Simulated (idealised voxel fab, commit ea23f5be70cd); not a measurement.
process module | voxel self aligned vias
cross-section cut | 180 nm wide | cells 5 nm
A cross-section is a grid of square cells, given in bands from the top down. A band is one or more rows of cells.
Each band's line starts with the height of the band's top and of its bottom, in nm. Then come its materials from left to right, each with its width in nm. One material with "throughout" fills the band from edge to edge. "air" is empty space.
Height 0 is the level under which the wafer as received is all one material. The lowest band goes on downwards, as in "0 down".
A width such as "30 to 40" changes by the same amount from each row of cells to the next, from the band's top row to its bottom row.
"no change" after a step means that no cell of the cross-section changed.
closed voids: empty space of 8 cells or more with no open way to the top, each as width x height at its distance from the left edge, in nm
after a step's settings: what the simulator itself notes on the step
overlay nm, on a step with a mask: how far to the right of its planned place the mask lay; to the left if negative
plan
1 op RECEIVE | material Si
2 op CONFORMAL_DEP | material SiO2 | thk nm 10
3 op CONFORMAL_DEP | material SiCN | thk nm 5
4 op DIRECTIONAL_DEP | material lowk | thk nm 25
5 op DIRECTIONAL_DEP | material aC | thk nm 15
6 op PATTERN | tone open | mask id LINES | material resist | width nm 20 | pitch nm 55 | thk nm 30 | overlay nm 0
7 op DIRECTIONAL_ETCH | etch materials aC | depth nm 15
8 op STRIP | etch materials resist
9 op DIRECTIONAL_ETCH | etch materials lowk | depth nm 25
10 op STRIP | etch materials aC
11 op CONFORMAL_DEP | material TiN | thk nm 5
12 op FILL_DEP | material Ru | thk nm 5
13 op CMP | height nm 40
14 op SELECTIVE_ETCH | etch materials W Ru TiN | depth nm 10
15 op FILL_DEP | material SiN | thk nm 5
16 op CMP | height nm 40
17 op DIRECTIONAL_DEP | material lowk | thk nm 20
18 op DIRECTIONAL_DEP | material aC | thk nm 10
19 op PATTERN | tone open | mask id VIAS | material resist | width nm 40 | pitch nm 55 | thk nm 30 | overlay nm 0
20 op DIRECTIONAL_ETCH | etch materials aC | depth nm 10
21 op STRIP | etch materials resist
22 op DIRECTIONAL_ETCH | etch materials lowk | depth nm 20
23 op DIRECTIONAL_ETCH | etch materials SiN | depth nm 10
24 op STRIP | etch materials aC
25 op CONFORMAL_DEP | material TiN | thk nm 5
26 op FILL_DEP | material Cu | thk nm 5
27 op CMP | height nm 60
28 op CONFORMAL_DEP | material SiCN | thk nm 5
varied across the wafers: width nm of step 6. The plan shows the first wafer's value. All wafers start alike
first wafer as received, after step 1
  0 down: Si throughout
  closed voids: none
first wafer at the end, after step 28
  65 to 60: SiCN throughout
  60 to 45: lowk 40 | TiN 5 | Cu 30 | TiN 5 | lowk 15 | TiN 5 | Cu 30 | TiN 5 | lowk 45
  45 to 35: lowk 40 to 50 | TiN 15 to 5 | Cu 10 | TiN 15 to 5 | lowk 15 to 35 | TiN 15 to 5 | Cu 10 | TiN 15 to 5 | lowk 45 to 55
  35 to 30: lowk 50 | TiN 20 | lowk 35 | TiN 20 | lowk 55
  30 to 20: lowk 50 | TiN 5 | Ru 10 | TiN 5 | lowk 35 | TiN 5 | Ru 10 | TiN 5 | lowk 55
  20 to 15: lowk 50 | TiN 20 | lowk 35 | TiN 20 | lowk 55
  15 to 10: SiCN throughout
  10 to 0: SiO2 throughout
  0 down: Si throughout
  closed voids: none
last wafer at the end
  65 to 60: SiCN throughout
  60 to 35: lowk 40 | TiN 5 | Cu 30 | TiN 5 | lowk 15 | TiN 5 | Cu 30 | TiN 5 | lowk 45
  35 to 30: lowk 40 | TiN 40 | lowk 15 | TiN 40 | lowk 45
  30 to 20: lowk 40 | TiN 5 | Ru 30 | TiN 5 | lowk 15 | TiN 5 | Ru 30 | TiN 5 | lowk 45
  20 to 15: lowk 40 | TiN 40 | lowk 15 | TiN 40 | lowk 45
  15 to 10: SiCN throughout
  10 to 0: SiO2 throughout
  0 down: Si throughout
  closed voids: none
each wafer at the end: cells of each material gained (+) or lost (-) since it was received, then its closed voids
width nm 20 | +44 Cu | +8 Ru | +72 SiCN | +72 SiO2 | +52 TiN | +220 lowk | closed voids: none
width nm 25 | +48 Cu | +12 Ru | +72 SiCN | +72 SiO2 | +54 TiN | +210 lowk | closed voids: none
width nm 30 | +52 Cu | +16 Ru | +72 SiCN | +72 SiO2 | +56 TiN | +200 lowk | closed voids: none
width nm 35 | +56 Cu | +20 Ru | +72 SiCN | +72 SiO2 | +58 TiN | +190 lowk | closed voids: none
width nm 40 | +60 Cu | +24 Ru | +72 SiCN | +72 SiO2 | +60 TiN | +180 lowk | closed voids: none
